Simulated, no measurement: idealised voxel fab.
process module | voxel spacer lines
cross-section cut | 220 nm wide | cells 5 nm
A cross-section is a grid of square cells, given in bands from the top down. A band is one or more rows of cells.
Each band's line starts with the height of the band's top and of its bottom, in nm. Then come its materials from left to right, each with its width in nm. One material with "throughout" fills the band from edge to edge. "air" is empty space.
Height 0 is the level under which the wafer as received is all one material. The lowest band goes on downwards, as in "0 down".
A width such as "30 to 40" changes by the same amount from each row of cells to the next, from the band's top row to its bottom row.
"no change" after a step means that no cell of the cross-section changed.
closed voids: empty space of 8 cells or more with no open way to the top, each as width x height at its distance from the left edge, in nm
after a step's settings: what the simulator itself notes on the step
overlay nm, on a step with a mask: how far to the right of its planned place the mask lay; to the left if negative
plan
1 op RECEIVE | material Si
2 op CONFORMAL_DEP | material Al2O3 | thk nm 5
3 op DIRECTIONAL_DEP | material TiN | thk nm 20
4 op DIRECTIONAL_DEP | material aC | thk nm 30
5 op PATTERN | tone cover | mask id MANDREL | material resist | width nm 15 | pitch nm 70 | thk nm 40 | overlay nm 0
6 op DIRECTIONAL_ETCH | etch materials aC | depth nm 30
7 op STRIP | etch materials resist
8 op CONFORMAL_DEP | material SiN | thk nm 15
9 op DIRECTIONAL_ETCH | etch materials SiN | depth nm 15
10 op STRIP | etch materials aC
11 op DIRECTIONAL_ETCH | etch materials TiN | depth nm 20
12 op STRIP | etch materials SiN
varied across the wafers: width nm of step 5. The plan shows the first wafer's value. All wafers start alike
first wafer as received, after step 1
  0 down: Si throughout
  closed voids: none
each wafer at the end: cells of each material gained (+) or lost (-) since it was received, then its closed voids
width nm 15 | +44 Al2O3 | +72 TiN | closed voids: none
width nm 20 | +44 Al2O3 | +72 TiN | closed voids: none
width nm 25 | +44 Al2O3 | +72 TiN | closed voids: none
width nm 30 | +44 Al2O3 | +72 TiN | closed voids: none
width nm 35 | +44 Al2O3 | +72 TiN | closed voids: none
